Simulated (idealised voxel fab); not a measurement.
Process module name: voxel self aligned contacts
Displayed cross-section: cut, width of 260 nm, square cells sized 5 nm.
We lay out every cross-section as a grid of square cells and spell it out in bands from the top down, where one band means one or more rows of cells.
Per band: top height and bottom height in nm, followed by the left-to-right materials and their widths in nm; "edge to edge" marks a single material spanning edge to edge, "empty" marks empty space.
Below 0: as-received wafer, all one material; heights counted from there. Lowest band: no bottom, goes on down, written "z 0 and below".
Think of "30 to 40" as a width that walks from the first number to the second as you go down the band, top row to bottom row, taking equal-sized steps from row to row.
"nothing changed" means the step left every cell of the cross-section as it was.
In "Entrapped voids" the enclosed voids are listed, meaning empty spaces of 8 cells or larger without any opening to the top. The form is width x height at distance, distance from the left edge, units nm.
Where a step's line continues beyond its settings, the continuation is a remark by the simulator itself on that step.
The optional step-line setting "overlay nm" applies to steps with a mask and quantifies how far to the right of its planned location the mask lay, a negative value indicating leftward placement.

## Set out below are the planned steps of the process
| 1 | RECEIVE [material Si] |
| 2 | OXIDIZE [depth nm 5] |
| 3 | DIRECTIONAL_DEP [material polySi] [thk nm 20] |
| 4 | DIRECTIONAL_DEP [material SiN] [thk nm 20] |
| 5 | DIRECTIONAL_DEP [material aC] [thk nm 15] |
| 6 | PATTERN [tone cover] [mask id GATE] [material resist] [width nm 25] [pitch nm 50] [thk nm 30] [overlay nm 0] |
| 7 | DIRECTIONAL_ETCH [etch materials aC] [depth nm 15] |
| 8 | STRIP [etch materials resist] |
| 9 | DIRECTIONAL_ETCH [etch materials SiN] [depth nm 20] |
| 10 | DIRECTIONAL_ETCH [etch materials polySi] [depth nm 20] |
| 11 | STRIP [etch materials aC] |
| 12 | CONFORMAL_DEP [material SiN] [thk nm 5] |
| 13 | DIRECTIONAL_ETCH [etch materials SiN] [depth nm 5] |
| 14 | FILL_DEP [material SiO2] [thk nm 15] |
| 15 | CMP [height nm 45] |
| 16 | DIRECTIONAL_DEP [material aC] [thk nm 15] |
| 17 | PATTERN [tone open] [mask id CONTACT] [material resist] [width nm 35] [thk nm 30] [overlay nm 0] |
| 18 | DIRECTIONAL_ETCH [etch materials aC] [depth nm 15] |
| 19 | STRIP [etch materials resist] |
| 20 | DIRECTIONAL_ETCH [etch materials SiO2] [depth nm 50] |
| 21 | STRIP [etch materials aC] |
| 22 | CONFORMAL_DEP [material TiN] [thk nm 5] |
| 23 | FILL_DEP [material W] [thk nm 5] |
| 24 | CMP [height nm 45] |
| 25 | CONFORMAL_DEP [material SiN] [thk nm 5] |

## Wafer as received: cross-section following step 1
z 0 and below = Si edge to edge
Entrapped voids: none

## Final cross-section, module run with one mistake (start and plan as above)
z 50 to 45 = SiN edge to edge
z 45 to 35 = SiO2: 110, TiN: 5 to 10, W: 25 to 15, TiN: 5 to 10, SiO2: 115
z 35 to 20 = SiO2: 90, SiN: 25, TiN: 5, W: 15, TiN: 5, SiN: 25, SiO2: 95
z 20 to 0 = SiO2: 90, polySi: 25, TiN: 5, W: 15, TiN: 5, polySi: 25, SiO2: 95
z 0 to -5 = SiO2: 115, TiN: 25, SiO2: 120
z -5 and below = Si edge to edge
Entrapped voids: none
Error vs. plan: not run: step 12 of the plan (skipped)
